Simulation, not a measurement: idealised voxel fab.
process module | voxel transistor to metal
cross-section cut | 190 nm wide | cells 5 nm
A cross-section is a grid of square cells, given in bands from the top down. A band is one or more rows of cells.
Each band's line starts with the height of the band's top and of its bottom, in nm. Then come its materials from left to right, each with its width in nm. One material with "throughout" fills the band from edge to edge. "air" is empty space.
Height 0 is the level under which the wafer as received is all one material. The lowest band goes on downwards, as in "0 down".
A width such as "30 to 40" changes by the same amount from each row of cells to the next, from the band's top row to its bottom row.
"no change" after a step means that no cell of the cross-section changed.
closed voids: empty space of 8 cells or more with no open way to the top, each as width x height at its distance from the left edge, in nm
after a step's settings: what the simulator itself notes on the step
overlay nm, on a step with a mask: how far to the right of its planned place the mask lay; to the left if negative
plan
1 op RECEIVE | material Si
2 op OXIDIZE | depth nm 5
3 op CONFORMAL_DEP | material SiN | thk nm 15
4 op MASKED_ETCH | tone cover | mask id ACTIVE | width nm 135 | etch materials SiN | depth nm 15 | overlay nm 0
5 op MASKED_ETCH | tone cover | mask id ACTIVE | width nm 135 | etch materials SiO2 | depth nm 5 | overlay nm 0
6 op MASKED_ETCH | tone cover | mask id ACTIVE | width nm 135 | etch materials Si | depth nm 20 | overlay nm -10
7 op FILL_DEP | material SiO2 | thk nm 10
8 op CMP | height nm 15
9 op SELECTIVE_ETCH | etch materials SiO2 | depth nm 5
10 op STRIP | etch materials SiN
11 op SELECTIVE_ETCH | etch materials SiO2 | depth nm 5
12 op OXIDIZE | depth nm 5
13 op DIRECTIONAL_DEP | material polySi | thk nm 30
14 op DIRECTIONAL_DEP | material SiCN | thk nm 10
15 op DIRECTIONAL_DEP | material aC | thk nm 15
16 op PATTERN | tone cover | mask id GATE | material resist | width nm 35 | thk nm 30 | overlay nm 0
17 op DIRECTIONAL_ETCH | etch materials aC | depth nm 15
18 op STRIP | etch materials resist
19 op DIRECTIONAL_ETCH | etch materials SiCN | depth nm 20
20 op DIRECTIONAL_ETCH | etch materials polySi | depth nm 40
21 op STRIP | etch materials aC
22 op CONFORMAL_DEP | material SiN | thk nm 5
23 op DIRECTIONAL_ETCH | etch materials SiN | depth nm 5
24 op DIRECTIONAL_ETCH | etch materials SiO2 | depth nm 5
25 op DIRECTIONAL_ETCH | etch materials Si | depth nm 5
26 op EPI | material nSi | thk nm 5
27 op FILL_DEP | material SiO2 | thk nm 10
28 op CMP | height nm 25
29 op STRIP | etch materials polySi
30 op SELECTIVE_ETCH | etch materials SiO2 | depth nm 5
31 op CONFORMAL_DEP | material HfO2 | thk nm 5
32 op CONFORMAL_DEP | material TiN | thk nm 5
33 op FILL_DEP | material W | thk nm 10
34 op CMP | height nm 20
35 op DIRECTIONAL_DEP | material SiO2 | thk nm 15
36 op MASKED_ETCH | tone open | mask id CONTACT | width nm 20 | pitch nm 95 | etch materials SiO2 | depth nm 45 | overlay nm 0
37 op CONFORMAL_DEP | material TiN | thk nm 5
38 op FILL_DEP | material W | thk nm 5
39 op CMP | height nm 35
40 op DIRECTIONAL_DEP | material TiN | thk nm 5
41 op DIRECTIONAL_DEP | material W | thk nm 20
42 op MASKED_ETCH | tone cover | mask id METAL_1 | width nm 20 | pitch nm 95 | etch materials W | depth nm 20 | overlay nm 0
43 op MASKED_ETCH | tone cover | mask id METAL_1 | width nm 20 | pitch nm 95 | etch materials TiN | depth nm 5 | overlay nm 0
44 op FILL_DEP | material lowk | thk nm 10
45 op CMP | height nm 60
46 op CONFORMAL_DEP | material SiCN | thk nm 5
varied across the wafers: overlay nm of step 6. The plan shows the first wafer's value. All wafers start alike
first wafer as received, after step 1
  0 down: Si throughout
  closed voids: none
each wafer at the end: cells of each material gained (+) or lost (-) since it was received, then its closed voids
overlay nm -10 | +19 HfO2 | -121 Si | +38 SiCN | +14 SiN | +236 SiO2 | +61 TiN | +76 W | +150 lowk | +21 nSi | closed voids: none
overlay nm -5 | +19 HfO2 | -124 Si | +38 SiCN | +14 SiN | +239 SiO2 | +61 TiN | +76 W | +150 lowk | +21 nSi | closed voids: none
overlay nm 0 | +19 HfO2 | -127 Si | +38 SiCN | +14 SiN | +243 SiO2 | +61 TiN | +76 W | +150 lowk | +20 nSi | closed voids: none
overlay nm 5 | +19 HfO2 | -124 Si | +38 SiCN | +14 SiN | +239 SiO2 | +61 TiN | +76 W | +150 lowk | +21 nSi | closed voids: none
overlay nm 10 | +19 HfO2 | -121 Si | +38 SiCN | +14 SiN | +236 SiO2 | +61 TiN | +76 W | +150 lowk | +21 nSi | closed voids: none
overlay nm 15 | +19 HfO2 | -117 Si | +38 SiCN | +14 SiN | +232 SiO2 | +61 TiN | +76 W | +150 lowk | +21 nSi | closed voids: none
